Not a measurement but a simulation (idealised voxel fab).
Process module, titled voxel self aligned vias
Each square cell in cross-section cut measures 5 nm, and the section as a whole is 230 nm wide.
A cross-section in this document is a grid of square cells, and it is written down as bands, the top band listed before the ones below it; a band is made up of one or more rows of cells. Basically the band line says how high the top is and how high the bottom is, in nm, and then what's in it from left to right, every material with its width in nm. Empty space shows up as "air", and if a single material carries "full width" it runs the full band edge to edge. Below 0: as-received wafer, all one material; heights counted from there. Lowest band: no bottom, goes on down, written "0 nm and below". Read "30->40" as a graded width: first number on top, second number at the bottom, same change between each pair of neighbouring rows. Step note "identical to before" = no cross-section cell changed. "Enclosed cavities" contains a list of empty spaces, each no smaller than 8 cells and without an open way to the top, written in the form width x height at distance with the distance from the left edge and all three in nm. Where a step's line continues beyond its settings, the continuation is a remark by the simulator itself on that step. overlay nm: mask right of planned place by this much (step with mask). Neg. = left.

### Steps in the process plan
1) RECEIVE | material Si
2) CONFORMAL_DEP | material SiO2 | thk nm 10
3) CONFORMAL_DEP | material SiCN | thk nm 5
4) DIRECTIONAL_DEP | material SiO2 | thk nm 30
5) MASKED_ETCH | tone open | mask id LINES | width nm 20 | pitch nm 50 | etch materials SiO2 | depth nm 30 | overlay nm 0
6) CONFORMAL_DEP | material TiN | thk nm 5
7) FILL_DEP | material Ru | thk nm 10
8) CMP | height nm 45
9) SELECTIVE_ETCH | etch materials W Ru TiN | depth nm 10
10) FILL_DEP | material SiN | thk nm 10
11) CMP | height nm 45
12) DIRECTIONAL_DEP | material SiO2 | thk nm 15
13) PATTERN | tone open | mask id VIAS | material resist | width nm 30 | thk nm 20 | overlay nm 0
14) DIRECTIONAL_ETCH | etch materials SiO2 | depth nm 15
15) DIRECTIONAL_ETCH | etch materials SiN | depth nm 10
16) STRIP | etch materials resist
17) CONFORMAL_DEP | material TiN | thk nm 5
18) FILL_DEP | material W | thk nm 5
19) CMP | height nm 60
20) CONFORMAL_DEP | material SiCN | thk nm 5

### So, the first of our two wafers, run just as we planned it

### This is the cross-section of the wafer as we received it, i.e. after step 1
    0 nm and below: Si full width
    Enclosed cavities: none

### Presented here is a cross-section of the wafer after step 2 has been performed
    10 nm to 0 nm: SiO2 full width
    Under 0: no change, same as before.

### Presented here is a cross-section of the wafer after step 3 has been performed
    15 nm to 10 nm: SiCN full width
    Under 10: no change, same as before.

### Presented here is a cross-section of the wafer after step 4 has been performed
    45 nm to 15 nm: SiO2 full width
    Under 15: no change, same as before.

### Presented here is a cross-section of the wafer after step 5 has been performed
    45 nm to 15 nm: SiO2=80, air=20, SiO2=30, air=20, SiO2=80
    Under 15: no change, same as before.

### Presented here is a cross-section of the wafer after step 6 has been performed
    50 nm to 45 nm: TiN=85, air=10, TiN=40, air=10, TiN=85
    45 nm to 20 nm: SiO2=80, TiN=5, air=10, TiN=5, SiO2=30, TiN=5, air=10, TiN=5, SiO2=80
    20 nm to 15 nm: SiO2=80, TiN=20, SiO2=30, TiN=20, SiO2=80
    Under 15: no change, same as before.

### Presented here is a cross-section of the wafer after step 7 has been performed
    60 nm to 50 nm: Ru full width
    50 nm to 45 nm: TiN=85, Ru=10, TiN=40, Ru=10, TiN=85
    45 nm to 20 nm: SiO2=80, TiN=5, Ru=10, TiN=5, SiO2=30, TiN=5, Ru=10, TiN=5, SiO2=80
    Under 20: no change, same as before.

### Presented here is a cross-section of the wafer after step 8 has been performed
    45 nm to 20 nm: SiO2=80, TiN=5, Ru=10, TiN=5, SiO2=30, TiN=5, Ru=10, TiN=5, SiO2=80
    Under 20: no change, same as before.

### Presented here is a cross-section of the wafer after step 9 has been performed
    45 nm to 35 nm: SiO2=80, air=20, SiO2=30, air=20, SiO2=80
    Under 35: no change, same as before.

### Presented here is a cross-section of the wafer after step 10 has been performed
    55 nm to 45 nm: SiN full width
    45 nm to 35 nm: SiO2=80, SiN=20, SiO2=30, SiN=20, SiO2=80
    Under 35: no change, same as before.

### Presented here is a cross-section of the wafer after step 11 has been performed
    45 nm to 35 nm: SiO2=80, SiN=20, SiO2=30, SiN=20, SiO2=80
    Under 35: no change, same as before.

### Presented here is a cross-section of the wafer after step 12 has been performed
    60 nm to 45 nm: SiO2 full width
    Under 45: no change, same as before.

### Presented here is a cross-section of the wafer after step 13 has been performed
    80 nm to 60 nm: resist=75, air=30, resist=125
    Under 60: no change, same as before.

### Presented here is a cross-section of the wafer after step 14 has been performed
    80 nm to 60 nm: resist=75, air=30, resist=125
    60 nm to 45 nm: SiO2=75, air=30, SiO2=125
    Under 45: no change, same as before.

### Presented here is a cross-section of the wafer after step 15 has been performed
    80 nm to 60 nm: resist=75, air=30, resist=125
    60 nm to 45 nm: SiO2=75, air=30, SiO2=125
    45 nm to 35 nm: SiO2=80, air=20, SiO2=30, SiN=20, SiO2=80
    Under 35: no change, same as before.

### Presented here is a cross-section of the wafer after step 16 has been performed
    60 nm to 45 nm: SiO2=75, air=30, SiO2=125
    Under 45: no change, same as before.

### Presented here is a cross-section of the wafer after step 17 has been performed
    65 nm to 60 nm: TiN=80, air=20, TiN=130
    60 nm to 50 nm: SiO2=75, TiN=5, air=20, TiN=5, SiO2=125
    50 nm to 45 nm: SiO2=75, TiN=10, air=10, TiN=10, SiO2=125
    45 nm to 40 nm: SiO2=80, TiN=5, air=10, TiN=5, SiO2=30, SiN=20, SiO2=80
    40 nm to 35 nm: SiO2=80, TiN=20, SiO2=30, SiN=20, SiO2=80
    Under 35: no change, same as before.

### Presented here is a cross-section of the wafer after step 18 has been performed
    70 nm to 65 nm: W full width
    65 nm to 60 nm: TiN=80, W=20, TiN=130
    60 nm to 50 nm: SiO2=75, TiN=5, W=20, TiN=5, SiO2=125
    50 nm to 45 nm: SiO2=75, TiN=10, W=10, TiN=10, SiO2=125
    45 nm to 40 nm: SiO2=80, TiN=5, W=10, TiN=5, SiO2=30, SiN=20, SiO2=80
    Under 40: no change, same as before.

### Presented here is a cross-section of the wafer after step 19 has been performed
    60 nm to 50 nm: SiO2=75, TiN=5, W=20, TiN=5, SiO2=125
    Under 50: no change, same as before.

### Presented here is a cross-section of the wafer after step 20 has been performed
    65 nm to 60 nm: SiCN full width
    Under 60: no change, same as before.

### Second wafer, same starting state and plan as the first, one mistake in the run, identical through step 12

### Second wafer, cross-section, planned end of step 13
    80 nm to 60 nm: air=75, resist=30, air=125
    Under 60: no change, same as before.

### Second wafer, cross-section, planned end of step 14
    80 nm to 60 nm: air=75, resist=30, air=125
    60 nm to 45 nm: air=75, SiO2=30, air=125
    Under 45: no change, same as before.

### Second wafer, cross-section, planned end of step 15
    80 nm to 60 nm: air=75, resist=30, air=125
    60 nm to 45 nm: air=75, SiO2=30, air=125
    45 nm to 35 nm: SiO2=80, SiN=20, SiO2=30, air=20, SiO2=80
    Under 35: no change, same as before.

### Second wafer, cross-section, planned end of step 16
    60 nm to 45 nm: air=75, SiO2=30, air=125
    Under 45: no change, same as before.

### Second wafer, cross-section, planned end of step 17
    65 nm to 60 nm: air=70, TiN=40, air=120
    60 nm to 50 nm: air=70, TiN=5, SiO2=30, TiN=5, air=120
    50 nm to 45 nm: TiN=75, SiO2=30, TiN=30, air=10, TiN=85
    45 nm to 40 nm: SiO2=80, SiN=20, SiO2=30, TiN=5, air=10, TiN=5, SiO2=80
    40 nm to 35 nm: SiO2=80, SiN=20, SiO2=30, TiN=20, SiO2=80
    Under 35: no change, same as before.

### Second wafer, cross-section, planned end of step 18
    70 nm to 65 nm: W full width
    65 nm to 60 nm: W=70, TiN=40, W=120
    60 nm to 50 nm: W=70, TiN=5, SiO2=30, TiN=5, W=120
    50 nm to 45 nm: TiN=75, SiO2=30, TiN=30, W=10, TiN=85
    45 nm to 40 nm: SiO2=80, SiN=20, SiO2=30, TiN=5, W=10, TiN=5, SiO2=80
    Under 40: no change, same as before.

### Second wafer, cross-section, planned end of step 19
    60 nm to 50 nm: W=70, TiN=5, SiO2=30, TiN=5, W=120
    Under 50: no change, same as before.

### Second wafer, cross-section, planned end of step 20
    65 nm to 60 nm: SiCN full width
    Under 60: no change, same as before.
What was the processing mistake? in deviation from the planned setting, step 13 was conducted as PATTERN | tone cover | mask id VIAS | material resist | width nm 30 | thk nm 20 | overlay nm 0
Bottom line after processing is that, in cells, the second wafer is up or down on some materials versus the first: -102 SiO2; +34 TiN; +68 W
